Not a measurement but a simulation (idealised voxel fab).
Herein follows the process module entitled voxel ribs on slabs.
Xsec cut, 190 nm wide, square cell size 5 nm.
In this document a cross-section is written as a grid of square cells. It is given as a series of bands, listed from the top down, and a band is one or more rows of cells.
Each band's line starts with the height of the band's top and of its bottom, in nm. Then come its materials from left to right, each with its width in nm. One material with "edge to edge" fills the band from edge to edge. "air" is empty space.
All heights in this document are referenced to 0, defined as the level beneath which the wafer, as received, consists entirely of one material. The lowest band is not bounded below; it extends indefinitely downward and is written in the form "z 0 and below".
Width: "30->40" (first number = top row, second number = bottom row, same change from row to row of cells).
A step reported as "no change" is a step in which no cell of the cross-section changed.
Reported under the label "Voids lacking openings" are the empty spaces having no open way to the top and comprising 8 cells or more; the notation for each is width x height at distance, in which the distance is measured from the left edge and all three values are in nm.
If you see something after the settings on a step's line, that's the simulator's own remark about that step.
The "overlay nm" setting may appear on a step's line; for a step that uses a mask, it gives how far to the right of its planned position the mask lay, and a negative value indicates the left.

# So here's the lineup of process steps we planned
| 1 | RECEIVE | material Si |
| 2 | DIRECTIONAL_DEP | material SiO2 | thk nm 20 |
| 3 | DIRECTIONAL_DEP | material SiN | thk nm 25 |
| 4 | PATTERN | tone cover | mask id RIB | material resist | width nm 20 | thk nm 15 | overlay nm 0 |
| 5 | DIRECTIONAL_ETCH | etch materials SiN | depth nm 10 |
| 6 | STRIP | etch materials resist |
| 7 | PATTERN | tone cover | mask id SLAB | material resist | width nm 70 | thk nm 20 | overlay nm 0 |
| 8 | DIRECTIONAL_ETCH | etch materials SiN | depth nm 15 |
| 9 | STRIP | etch materials resist |
| 10 | FILL_DEP | material SiO2 | thk nm 25 |
| 11 | CMP | height nm 60 |
| 12 | DIRECTIONAL_DEP | material TiN | thk nm 5 |
| 13 | DIRECTIONAL_DEP | material aC | thk nm 15 |
| 14 | PATTERN | tone cover | mask id HEATER | material resist | width nm 30 | thk nm 30 | overlay nm 0 |
| 15 | DIRECTIONAL_ETCH | etch materials aC | depth nm 15 |
| 16 | STRIP | etch materials resist |
| 17 | DIRECTIONAL_ETCH | etch materials TiN | depth nm 5 |
| 18 | STRIP | etch materials aC |
| 19 | CONFORMAL_DEP | material SiO2 | thk nm 10 |

# Wafer as received: cross-section following step 1
> z 0 and below = Si edge to edge
> Voids lacking openings: none

# Module complete, cross-section. Starting point and plan per above. One mistake made in running the module
> z 75 to 70 = 70 air  50 SiO2  70 air
> z 70 to 65 = SiO2 edge to edge
> z 65 to 60 = 80 SiO2  30 TiN  80 SiO2
> z 60 to 45 = SiO2 edge to edge
> z 45 to 35 = 80 SiO2  20 SiN  90 SiO2
> z 35 to 20 = 60 SiO2  70 SiN  60 SiO2
> z 20 to 0 = SiO2 edge to edge
> z 0 and below = Si edge to edge
> Voids lacking openings: none
Deviation noted in wafer processing: step 4, actual vs plan mismatch, actual run PATTERN | tone cover | mask id RIB | material resist | width nm 20 | thk nm 15 | overlay nm -5
